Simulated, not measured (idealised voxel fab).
process module | voxel self aligned vias
cross-section cut | 235 nm wide | cells 5 nm
A cross-section is a grid of square cells, given in bands from the top down. A band is one or more rows of cells.
Each band's line starts with the height of the band's top and of its bottom, in nm. Then come its materials from left to right, each with its width in nm. One material with "throughout" fills the band from edge to edge. "air" is empty space.
Height 0 is the level under which the wafer as received is all one material. The lowest band goes on downwards, as in "0 down".
A width such as "30 to 40" changes by the same amount from each row of cells to the next, from the band's top row to its bottom row.
"no change" after a step means that no cell of the cross-section changed.
closed voids: empty space of 8 cells or more with no open way to the top, each as width x height at its distance from the left edge, in nm
after a step's settings: what the simulator itself notes on the step
overlay nm, on a step with a mask: how far to the right of its planned place the mask lay; to the left if negative
plan
1 op RECEIVE | material Si
2 op CONFORMAL_DEP | material SiO2 | thk nm 10
3 op CONFORMAL_DEP | material SiCN | thk nm 5
4 op DIRECTIONAL_DEP | material lowk | thk nm 25
5 op DIRECTIONAL_DEP | material aC | thk nm 15
6 op PATTERN | tone open | mask id LINES | material resist | width nm 15 | pitch nm 50 | thk nm 35 | overlay nm 0
7 op DIRECTIONAL_ETCH | etch materials aC | depth nm 15
8 op STRIP | etch materials resist
9 op DIRECTIONAL_ETCH | etch materials lowk | depth nm 25
10 op STRIP | etch materials aC
11 op CONFORMAL_DEP | material TiN | thk nm 5
12 op FILL_DEP | material Ru | thk nm 5
13 op CMP | height nm 40
14 op SELECTIVE_ETCH | etch materials W Ru TiN | depth nm 5
15 op FILL_DEP | material SiN | thk nm 5
16 op CMP | height nm 40
17 op DIRECTIONAL_DEP | material lowk | thk nm 20
18 op DIRECTIONAL_DEP | material aC | thk nm 15
19 op PATTERN | tone open | mask id VIAS | material resist | width nm 30 | thk nm 30 | overlay nm 0
20 op DIRECTIONAL_ETCH | etch materials aC | depth nm 15
21 op STRIP | etch materials resist
22 op DIRECTIONAL_ETCH | etch materials lowk | depth nm 20
23 op DIRECTIONAL_ETCH | etch materials SiN | depth nm 5
24 op STRIP | etch materials aC
25 op CONFORMAL_DEP | material TiN | thk nm 5
26 op FILL_DEP | material Ru | thk nm 5
27 op CMP | height nm 60
28 op CONFORMAL_DEP | material SiCN | thk nm 5
varied across the wafers: width nm of step 6. The plan shows the first wafer's value. All wafers start alike
first wafer as received, after step 1
  0 down: Si throughout
  closed voids: none
each wafer at the end: cells of each material gained (+) or lost (-) since it was received, then its closed voids
width nm 15 | +19 Ru | +94 SiCN | +3 SiN | +94 SiO2 | +32 TiN | +369 lowk | closed voids: none
width nm 20 | +26 Ru | +94 SiCN | +4 SiN | +94 SiO2 | +34 TiN | +359 lowk | closed voids: none
width nm 25 | +33 Ru | +94 SiCN | +5 SiN | +94 SiO2 | +36 TiN | +349 lowk | closed voids: none
width nm 30 | +40 Ru | +94 SiCN | +6 SiN | +94 SiO2 | +38 TiN | +339 lowk | closed voids: none
width nm 35 | +46 Ru | +94 SiCN | +8 SiN | +94 SiO2 | +40 TiN | +329 lowk | closed voids: none
